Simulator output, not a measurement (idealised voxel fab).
process module | voxel plated lines
cross-section cut | 300 nm wide | cells 5 nm
A cross-section is a grid of square cells, given in bands from the top down. A band is one or more rows of cells.
Each band's line starts with the height of the band's top and of its bottom, in nm. Then come its materials from left to right, each with its width in nm. One material with "throughout" fills the band from edge to edge. "air" is empty space.
Height 0 is the level under which the wafer as received is all one material. The lowest band goes on downwards, as in "0 down".
A width such as "30 to 40" changes by the same amount from each row of cells to the next, from the band's top row to its bottom row.
"no change" after a step means that no cell of the cross-section changed.
closed voids: empty space of 8 cells or more with no open way to the top, each as width x height at its distance from the left edge, in nm
after a step's settings: what the simulator itself notes on the step
overlay nm, on a step with a mask: how far to the right of its planned place the mask lay; to the left if negative
plan
1 op RECEIVE | material Si
2 op CONFORMAL_DEP | material Al2O3 | thk nm 10
3 op DIRECTIONAL_DEP | material TiN | thk nm 5
4 op PATTERN | tone open | mask id LINES | material resist | width nm 15 | pitch nm 45 | thk nm 35 | overlay nm 0
5 op EPI | material Ru | thk nm 10
6 op EPI | material Ru | thk nm 10
7 op EPI | material Ru | thk nm 10
8 op STRIP | etch materials resist
9 op DIRECTIONAL_ETCH | etch materials TiN | depth nm 5
10 op CONFORMAL_DEP | material SiN | thk nm 5
as received, after step 1
  0 down: Si throughout
  closed voids: none
a wafer at the end: this start, this plan, one mistake
  50 to 45: SiN 100 | air 5 | SiN 40 | air 5 | SiN 40 | air 5 | SiN 105
  45 to 15: Ru 95 | SiN 5 | air 5 | SiN 5 | Ru 30 | SiN 5 | air 5 | SiN 5 | Ru 30 | SiN 5 | air 5 | SiN 5 | Ru 100
  15 to 10: TiN 95 | SiN 15 | TiN 30 | SiN 15 | TiN 30 | SiN 15 | TiN 100
  10 to 0: Al2O3 throughout
  0 down: Si throughout
  closed voids: none
what went wrong: step 4 ran as: op PATTERN | tone cover | mask id LINES | material resist | width nm 15 | pitch nm 45 | thk nm 35 | overlay nm 0
